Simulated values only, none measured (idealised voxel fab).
Process module name: voxel fin reveal
We display cut, a cross-section 190 nm in width whose square cells are each 5 nm.
A cross-section is written here as square cells arranged in a grid, and it is given in bands from the top down, each band taking up one or more rows of cells.
Per band: top height and bottom height in nm, followed by the left-to-right materials and their widths in nm; "edge to edge" marks a single material spanning edge to edge, "empty" marks empty space.
Note: height 0 marks the level under which the wafer is uniformly one material as received. Lowest band unbounded below, written "top 0, no bottom".
It should be noted that a width expressed as "30->40" varies in equal increments from row to row of cells within the band, taking the value of the first number at the top row and that of the second number at the bottom row.
Step marked "everything unchanged"? Then no cell in the cross-section changed in it.
Enclosed voids (no open way to top), threshold 8 cells or more, entry "Trapped voids", notation width x height at distance, distance from left edge, nm.
Read whatever lies past the settings on a step's line as the simulator's own remark about the step.
On any step carrying a mask, the "overlay nm" setting, if present on the step's line, tells how far right of its planned place the mask lay; negative values point to the left.
## Steps in the process plan
1: RECEIVE [material Si]
2: CONFORMAL_DEP [material SiN] [thk nm 5]
3: PATTERN [tone cover] [mask id FINS] [material resist] [width nm 15] [pitch nm 45] [thk nm 20] [overlay nm -5]
4: DIRECTIONAL_ETCH [etch materials SiN] [depth nm 5]
5: DIRECTIONAL_ETCH [etch materials Si] [depth nm 35]
6: STRIP [etch materials resist]
7: OXIDIZE [depth nm 5]
8: FILL_DEP [material SiO2] [thk nm 5]
9: CMP [height nm 5]
10: SELECTIVE_ETCH [etch materials SiO2] [depth nm 15]
11: STRIP [etch materials SiN]
12: CONFORMAL_DEP [material SiO2] [thk nm 5]
The value of overlay nm given for step 3 in the plan refers to the first wafer; the wafers vary in this setting and are alike at the start.
## This is how the first of several wafers looked in cross-section when it arrived, which is after step 1
* top 0, no bottom  Si edge to edge
* Trapped voids: none
## Cross-sectional representation of the first of several wafers at the end of the module, i.e. after its terminal step, step 12
* top 5, bottom 0  empty=15 / SiO2=15 / empty=30 / SiO2=15 / empty=30 / SiO2=15 / empty=30 / SiO2=15 / empty=25
* top 0, bottom -5  empty=15 / SiO2=5 / Si=5 / SiO2=5 / empty=30 / SiO2=5 / Si=5 / SiO2=5 / empty=30 / SiO2=5 / Si=5 / SiO2=5 / empty=30 / SiO2=5 / Si=5 / SiO2=5 / empty=25
* top -5, bottom -40  SiO2=20 / Si=5 / SiO2=40 / Si=5 / SiO2=40 / Si=5 / SiO2=40 / Si=5 / SiO2=30
* top -40, no bottom  Si edge to edge
* Trapped voids: none
## Of the several wafers, the last: cross-section at the end of the module
* top 5, bottom 0  empty=25 / SiO2=15 / empty=30 / SiO2=15 / empty=30 / SiO2=15 / empty=30 / SiO2=15 / empty=15
* top 0, bottom -5  empty=25 / SiO2=5 / Si=5 / SiO2=5 / empty=30 / SiO2=5 / Si=5 / SiO2=5 / empty=30 / SiO2=5 / Si=5 / SiO2=5 / empty=30 / SiO2=5 / Si=5 / SiO2=5 / empty=15
* top -5, bottom -40  SiO2=30 / Si=5 / SiO2=40 / Si=5 / SiO2=40 / Si=5 / SiO2=40 / Si=5 / SiO2=20
* top -40, no bottom  Si edge to edge
* Trapped voids: none
## Every row in this table is a wafer at the end of the module, and it gives, for each of the materials, the cells that wafer has gained (+) or lost (-) since it was received, then its closed voids
overlay nm -5, -272 Si, +258 SiO2, Trapped voids: none
overlay nm 0, -272 Si, +258 SiO2, Trapped voids: none
overlay nm 5, -272 Si, +258 SiO2, Trapped voids: none
